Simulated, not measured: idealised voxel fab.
Title: Process Module voxel self aligned vias
Each square cell in cross-section cut measures 5 nm, and the section as a whole is 185 nm wide.
Throughout this document, each cross-section is represented as a grid of square cells and is presented as a sequence of bands enumerated from the top downward, where a band comprises one or more rows of cells. It is stipulated that each band's entry specify, in nanometres, the height of the top of the band and then that of its bottom, followed by the materials of the band in left-to-right sequence, each together with its width in nanometres. A single material marked by the word "full width" is understood to fill the band from edge to edge; the word "empty" is understood to denote empty space. Heights are expressed relative to 0, this being the level below which the as-received wafer comprises one material exclusively. The lowest band is unbounded in the downward direction and is denoted as in "0 -> down". It should be noted that a width expressed as "30->40" varies in equal increments from row to row of cells within the band, taking the value of the first number at the top row and that of the second number at the bottom row. "no alterations made" for a step: no cell of the cross-section changed in that step. "Trapped void list" specifies each empty space that is not open to the top and that occupies no fewer than 8 cells, using the form width x height at distance, the distance measured from the left edge and all three quantities in nm. after a step's settings: what the simulator itself notes on the step. On any step carrying a mask, the "overlay nm" setting, if present on the step's line, tells how far right of its planned place the mask lay; negative values point to the left.
**Intended process steps**
1 op RECEIVE | material Si
2 op CONFORMAL_DEP | material SiO2 | thk nm 10
3 op CONFORMAL_DEP | material SiCN | thk nm 5
4 op DIRECTIONAL_DEP | material SiO2 | thk nm 25
5 op PATTERN | tone open | mask id LINES | material resist | width nm 25 | pitch nm 55 | thk nm 20 | overlay nm 0
6 op DIRECTIONAL_ETCH | etch materials SiO2 | depth nm 25
7 op STRIP | etch materials resist
8 op CONFORMAL_DEP | material TiN | thk nm 5
9 op FILL_DEP | material Ru | thk nm 5
10 op CMP | height nm 40
11 op SELECTIVE_ETCH | etch materials W Ru TiN | depth nm 5
12 op FILL_DEP | material SiN | thk nm 5
13 op CMP | height nm 40
14 op DIRECTIONAL_DEP | material SiO2 | thk nm 15
15 op DIRECTIONAL_DEP | material aC | thk nm 10
16 op PATTERN | tone open | mask id VIAS | material resist | width nm 35 | thk nm 30 | overlay nm 0
17 op DIRECTIONAL_ETCH | etch materials aC | depth nm 10
18 op STRIP | etch materials resist
19 op DIRECTIONAL_ETCH | etch materials SiO2 | depth nm 15
20 op DIRECTIONAL_ETCH | etch materials SiN | depth nm 5
21 op STRIP | etch materials aC
22 op CONFORMAL_DEP | material TiN | thk nm 5
23 op FILL_DEP | material Cu | thk nm 5
24 op CMP | height nm 55
25 op CONFORMAL_DEP | material SiN | thk nm 5
**Run as planned: first of two wafers**
**Cross-sectional view of the wafer in its as-received condition, corresponding to the state after step 1**
	0 -> down: Si full width
	Trapped void list: none
**The wafer in cross-section once step 2 is complete**
	10 -> 0: SiO2 full width
	Below 0 it's all the same as before, nothing changed down there.
**The wafer in cross-section once step 3 is complete**
	15 -> 10: SiCN full width
	Below 10 it's all the same as before, nothing changed down there.
**The wafer in cross-section once step 4 is complete**
	40 -> 15: SiO2 full width
	Below 15 it's all the same as before, nothing changed down there.
**The wafer in cross-section once step 5 is complete**
	60 -> 40: resist (50); empty (25); resist (30); empty (25); resist (55)
	Below 40 it's all the same as before, nothing changed down there.
**The wafer in cross-section once step 6 is complete**
	60 -> 40: resist (50); empty (25); resist (30); empty (25); resist (55)
	40 -> 15: SiO2 (50); empty (25); SiO2 (30); empty (25); SiO2 (55)
	Below 15 it's all the same as before, nothing changed down there.
**The wafer in cross-section once step 7 is complete**
	40 -> 15: SiO2 (50); empty (25); SiO2 (30); empty (25); SiO2 (55)
	Below 15 it's all the same as before, nothing changed down there.
**The wafer in cross-section once step 8 is complete**
	45 -> 40: TiN (55); empty (15); TiN (40); empty (15); TiN (60)
	40 -> 20: SiO2 (50); TiN (5); empty (15); TiN (5); SiO2 (30); TiN (5); empty (15); TiN (5); SiO2 (55)
	20 -> 15: SiO2 (50); TiN (25); SiO2 (30); TiN (25); SiO2 (55)
	Below 15 it's all the same as before, nothing changed down there.
**The wafer in cross-section once step 9 is complete**
	50 -> 45: Ru full width
	45 -> 40: TiN (55); Ru (15); TiN (40); Ru (15); TiN (60)
	40 -> 20: SiO2 (50); TiN (5); Ru (15); TiN (5); SiO2 (30); TiN (5); Ru (15); TiN (5); SiO2 (55)
	Below 20 it's all the same as before, nothing changed down there.
**The wafer in cross-section once step 10 is complete**
	40 -> 20: SiO2 (50); TiN (5); Ru (15); TiN (5); SiO2 (30); TiN (5); Ru (15); TiN (5); SiO2 (55)
	Below 20 it's all the same as before, nothing changed down there.
**The wafer in cross-section once step 11 is complete**
	40 -> 35: SiO2 (50); empty (25); SiO2 (30); empty (25); SiO2 (55)
	Below 35 it's all the same as before, nothing changed down there.
**The wafer in cross-section once step 12 is complete**
	45 -> 40: SiN full width
	40 -> 35: SiO2 (50); SiN (25); SiO2 (30); SiN (25); SiO2 (55)
	Below 35 it's all the same as before, nothing changed down there.
**The wafer in cross-section once step 13 is complete**
	40 -> 35: SiO2 (50); SiN (25); SiO2 (30); SiN (25); SiO2 (55)
	Below 35 it's all the same as before, nothing changed down there.
**The wafer in cross-section once step 14 is complete**
	55 -> 40: SiO2 full width
	Below 40 it's all the same as before, nothing changed down there.
**The wafer in cross-section once step 15 is complete**
	65 -> 55: aC full width
	Below 55 it's all the same as before, nothing changed down there.
**The wafer in cross-section once step 16 is complete**
	95 -> 65: resist (45); empty (35); resist (105)
	Below 65 it's all the same as before, nothing changed down there.
**The wafer in cross-section once step 17 is complete**
	85 -> 65: resist (45); empty (35); resist (105)
	65 -> 55: aC (45); empty (35); aC (105)
	Below 55 it's all the same as before, nothing changed down there.
**The wafer in cross-section once step 18 is complete**
	65 -> 55: aC (45); empty (35); aC (105)
	Below 55 it's all the same as before, nothing changed down there.
**The wafer in cross-section once step 19 is complete**
	65 -> 55: aC (45); empty (35); aC (105)
	55 -> 40: SiO2 (45); empty (35); SiO2 (105)
	Below 40 it's all the same as before, nothing changed down there.
**The wafer in cross-section once step 20 is complete**
	65 -> 55: aC (45); empty (35); aC (105)
	55 -> 40: SiO2 (45); empty (35); SiO2 (105)
	40 -> 35: SiO2 (50); empty (25); SiO2 (30); SiN (25); SiO2 (55)
	Below 35 it's all the same as before, nothing changed down there.
**The wafer in cross-section once step 21 is complete**
	55 -> 40: SiO2 (45); empty (35); SiO2 (105)
	Below 40 it's all the same as before, nothing changed down there.
**The wafer in cross-section once step 22 is complete**
	60 -> 55: TiN (50); empty (25); TiN (110)
	55 -> 45: SiO2 (45); TiN (5); empty (25); TiN (5); SiO2 (105)
	45 -> 40: SiO2 (45); TiN (10); empty (15); TiN (10); SiO2 (105)
	40 -> 35: SiO2 (50); TiN (25); SiO2 (30); SiN (25); SiO2 (55)
	Below 35 it's all the same as before, nothing changed down there.
**The wafer in cross-section once step 23 is complete**
	65 -> 60: Cu full width
	60 -> 55: TiN (50); Cu (25); TiN (110)
	55 -> 45: SiO2 (45); TiN (5); Cu (25); TiN (5); SiO2 (105)
	45 -> 40: SiO2 (45); TiN (10); Cu (15); TiN (10); SiO2 (105)
	Below 40 it's all the same as before, nothing changed down there.
**The wafer in cross-section once step 24 is complete**
	55 -> 45: SiO2 (45); TiN (5); Cu (25); TiN (5); SiO2 (105)
	Below 45 it's all the same as before, nothing changed down there.
**The wafer in cross-section once step 25 is complete**
	60 -> 55: SiN full width
	Below 55 it's all the same as before, nothing changed down there.
**Second wafer - shared start and plan with the first - one error in running - same as the first up to step 4 inclusive**
**Second wafer shown in cross-section at the time step 5 was slated to end**
	60 -> 40: empty (50); resist (25); empty (30); resist (25); empty (55)
	Below 40 it's all the same as before, nothing changed down there.
**Second wafer shown in cross-section at the time step 6 was slated to end**
	60 -> 40: empty (50); resist (25); empty (30); resist (25); empty (55)
	40 -> 15: empty (50); SiO2 (25); empty (30); SiO2 (25); empty (55)
	Below 15 it's all the same as before, nothing changed down there.
**Second wafer shown in cross-section at the time step 7 was slated to end**
	40 -> 15: empty (50); SiO2 (25); empty (30); SiO2 (25); empty (55)
	Below 15 it's all the same as before, nothing changed down there.
**Second wafer shown in cross-section at the time step 8 was slated to end**
	45 -> 40: empty (45); TiN (35); empty (20); TiN (35); empty (50)
	40 -> 20: empty (45); TiN (5); SiO2 (25); TiN (5); empty (20); TiN (5); SiO2 (25); TiN (5); empty (50)
	20 -> 15: TiN (50); SiO2 (25); TiN (30); SiO2 (25); TiN (55)
	Below 15 it's all the same as before, nothing changed down there.
**Second wafer shown in cross-section at the time step 9 was slated to end**
	50 -> 45: Ru full width
	45 -> 40: Ru (45); TiN (35); Ru (20); TiN (35); Ru (50)
	40 -> 20: Ru (45); TiN (5); SiO2 (25); TiN (5); Ru (20); TiN (5); SiO2 (25); TiN (5); Ru (50)
	Below 20 it's all the same as before, nothing changed down there.
**Second wafer shown in cross-section at the time step 10 was slated to end**
	40 -> 20: Ru (45); TiN (5); SiO2 (25); TiN (5); Ru (20); TiN (5); SiO2 (25); TiN (5); Ru (50)
	Below 20 it's all the same as before, nothing changed down there.
**Second wafer shown in cross-section at the time step 11 was slated to end**
	40 -> 35: empty (50); SiO2 (25); empty (30); SiO2 (25); empty (55)
	Below 35 it's all the same as before, nothing changed down there.
**Second wafer shown in cross-section at the time step 12 was slated to end**
	45 -> 40: SiN full width
	40 -> 35: SiN (50); SiO2 (25); SiN (30); SiO2 (25); SiN (55)
	Below 35 it's all the same as before, nothing changed down there.
**Second wafer shown in cross-section at the time step 13 was slated to end**
	40 -> 35: SiN (50); SiO2 (25); SiN (30); SiO2 (25); SiN (55)
	Below 35 it's all the same as before, nothing changed down there.
**Second wafer shown in cross-section at the time step 14 was slated to end**
	55 -> 40: SiO2 full width
	Below 40 it's all the same as before, nothing changed down there.
**Second wafer shown in cross-section at the time step 15 was slated to end**
	65 -> 55: aC full width
	Below 55 it's all the same as before, nothing changed down there.
**Second wafer shown in cross-section at the time step 16 was slated to end**
	95 -> 65: resist (45); empty (35); resist (105)
	Below 65 it's all the same as before, nothing changed down there.
**Second wafer shown in cross-section at the time step 17 was slated to end**
	85 -> 65: resist (45); empty (35); resist (105)
	65 -> 55: aC (45); empty (35); aC (105)
	Below 55 it's all the same as before, nothing changed down there.
**Second wafer shown in cross-section at the time step 18 was slated to end**
	65 -> 55: aC (45); empty (35); aC (105)
	Below 55 it's all the same as before, nothing changed down there.
**Second wafer shown in cross-section at the time step 19 was slated to end**
	65 -> 55: aC (45); empty (35); aC (105)
	55 -> 40: SiO2 (45); empty (35); SiO2 (105)
	Below 40 it's all the same as before, nothing changed down there.
**Second wafer shown in cross-section at the time step 20 was slated to end**
	65 -> 55: aC (45); empty (35); aC (105)
	55 -> 40: SiO2 (45); empty (35); SiO2 (105)
	40 -> 35: SiN (45); empty (5); SiO2 (25); empty (5); SiN (25); SiO2 (25); SiN (55)
	Below 35 it's all the same as before, nothing changed down there.
**Second wafer shown in cross-section at the time step 21 was slated to end**
	55 -> 40: SiO2 (45); empty (35); SiO2 (105)
	Below 40 it's all the same as before, nothing changed down there.
**Second wafer shown in cross-section at the time step 22 was slated to end**
	60 -> 55: TiN (50); empty (25); TiN (110)
	55 -> 45: SiO2 (45); TiN (5); empty (25); TiN (5); SiO2 (105)
	45 -> 40: SiO2 (45); TiN (35); SiO2 (105)
	40 -> 35: SiN (45); TiN (5); SiO2 (25); TiN (5); SiN (25); SiO2 (25); SiN (55)
	Below 35 it's all the same as before, nothing changed down there.
**Second wafer shown in cross-section at the time step 23 was slated to end**
	65 -> 60: Cu full width
	60 -> 55: TiN (50); Cu (25); TiN (110)
	55 -> 45: SiO2 (45); TiN (5); Cu (25); TiN (5); SiO2 (105)
	Below 45 it's all the same as before, nothing changed down there.
**Second wafer shown in cross-section at the time step 24 was slated to end**
	55 -> 45: SiO2 (45); TiN (5); Cu (25); TiN (5); SiO2 (105)
	Below 45 it's all the same as before, nothing changed down there.
**Second wafer shown in cross-section at the time step 25 was slated to end**
	60 -> 55: SiN full width
	Below 55 it's all the same as before, nothing changed down there.
In executing the process, a mistake was made relative to the plan: not per plan at step 5, really ran op PATTERN | tone cover | mask id LINES | material resist | width nm 25 | pitch nm 55 | thk nm 20 | overlay nm 0
At the finish, the second wafer shows more or fewer cells for some materials than the first does: Cu: 3 fewer, Ru: 51 more, SiN: 20 more, SiO2: 85 fewer, TiN: 17 more
